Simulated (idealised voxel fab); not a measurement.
Presented below is a process module, voxel double patterning.
cross-section cut | 150 nm wide | cells 5 nm
We lay out every cross-section as a grid of square cells and spell it out in bands from the top down, where one band means one or more rows of cells. Heights first: top, then bottom, in nm. Then materials, left to right, each with a width in nm. "edge to edge" on a single material: fills the band edge to edge. "empty": empty space. Basically, 0 is our baseline, since under it the wafer straight out of the box is all one material. The bottom band has no lower end and keeps on going down, so it looks like "from 0 down". A two-number width, for instance "30 to 40", indicates that the width is equal to the first number in the top row of the band and to the second number in the bottom row, and that it changes by a constant amount per row of cells. The cross-section has no changed cell in any step marked "changes: none". Heads up: "Catalogued sealed voids" only lists the empty pockets with no open path to the top that are 8 cells or more, and it writes them as width x height at distance, distance from the left edge, in nm. Heads up: the bit after the settings on a step's line is the simulator's remark on that step. overlay nm: step with mask; distance mask lay right of planned place; negative value = left of planned place.
So here's the lineup of process steps we planned
1. RECEIVE,material Si
2. CONFORMAL_DEP,material SiN,thk nm 5
3. DIRECTIONAL_DEP,material SiO2,thk nm 20
4. DIRECTIONAL_DEP,material SiCN,thk nm 5
5. DIRECTIONAL_DEP,material aC,thk nm 10
6. PATTERN,tone open,mask id FIRST,material resist,width nm 15,pitch nm 50,thk nm 25,overlay nm 0
7. DIRECTIONAL_ETCH,etch materials aC,depth nm 10
8. STRIP,etch materials resist
9. DIRECTIONAL_ETCH,etch materials SiCN,depth nm 5
10. STRIP,etch materials aC
11. PATTERN,tone open,mask id SECOND,material resist,width nm 15,pitch nm 50,thk nm 15,overlay nm 0
12. DIRECTIONAL_ETCH,etch materials SiCN,depth nm 5
13. STRIP,etch materials resist
14. DIRECTIONAL_ETCH,etch materials SiO2,depth nm 20
15. STRIP,etch materials SiCN
Cross-section of the wafer upon arrival, representing the state reached after step 1
	from 0 down  Si edge to edge
	Catalogued sealed voids: none
One mistake in running the module, otherwise start and plan as above: cross-section at the end
	from 25 to 5  SiO2 (15); empty (20); SiO2 (5); empty (15); SiO2 (10); empty (20); SiO2 (5); empty (15); SiO2 (10); empty (20); SiO2 (15)
	from 5 to 0  SiN edge to edge
	from 0 down  Si edge to edge
	Catalogued sealed voids: none
So what did we get wrong on this run? step 6 changed vs plan, executed as PATTERN,tone open,mask id FIRST,material resist,width nm 20,pitch nm 50,thk nm 25,overlay nm 0
